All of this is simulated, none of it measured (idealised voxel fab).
The following is a process module called voxel spacer lines.
Section shown: cut. Width: 300 nm. Cell size: 5 nm, square.
Think of the cross-section as a grid of square cells. We describe it in bands, top to bottom, and each band covers one or more rows of those cells.
Band: top height; bottom height; in nm. Then, left to right: material with width in nm, for each material. "all across": a single material spanning edge to edge. "blank": empty space.
Below 0: as-received wafer, all one material; heights counted from there. Lowest band: no bottom, goes on down, written "z 0 and below".
A two-number width, for instance "30 to 40", indicates that the width is equal to the first number in the top row of the band and to the second number in the bottom row, and that it changes by a constant amount per row of cells.
It should be understood that the words "nothing changed", when stated for a given step, signify that the cross-section underwent no change in any of its cells during that step.
Under "Cavities, sealed" you'll find the enclosed gaps, the ones with no way out to the top, that are 8 cells or bigger; each reads width x height at distance, with distance counted from the left edge, everything in nm.
On a step's line, text after the settings is the simulator commenting on that step.
"overlay nm" on a masked step: distance the mask lay right of its planned place, negative for left.
PLANNED PROCESS STEPS
1,RECEIVE (material Si)
2,CONFORMAL_DEP (material Al2O3; thk nm 5)
3,DIRECTIONAL_DEP (material polySi; thk nm 10)
4,DIRECTIONAL_DEP (material aC; thk nm 25)
5,PATTERN (tone cover; mask id MANDREL; material resist; width nm 15; pitch nm 60; thk nm 30; overlay nm 0)
6,DIRECTIONAL_ETCH (etch materials aC; depth nm 25)
7,STRIP (etch materials resist)
8,CONFORMAL_DEP (material SiN; thk nm 15)
9,DIRECTIONAL_ETCH (etch materials SiN; depth nm 15)
10,STRIP (etch materials aC)
11,DIRECTIONAL_ETCH (etch materials polySi; depth nm 10)
12,STRIP (etch materials SiN)
13,FILL_DEP (material lowk; thk nm 10)
14,CMP (height nm 15)
WAFER AS RECEIVED: CROSS-SECTION FOLLOWING STEP 1
- z 0 and below = Si all across
- Cavities, sealed: none
THIS IS HOW THE WAFER LOOKS IN CROSS-SECTION ONCE THE MODULE IS DONE, GIVEN THE STARTING STATE AND PLAN ABOVE AND ONE MISTAKE IN CARRYING THE PLAN OUT
- z 15 to 10 = lowk all across
- z 10 to 0 = lowk (95), polySi (15), lowk (15), polySi (15), lowk (15), polySi (15), lowk (15), polySi (15), lowk (100)
- z 0 and below = Si all across
- Cavities, sealed: none
Here's what went sideways: step 2 of the plan was excluded from execution and never run
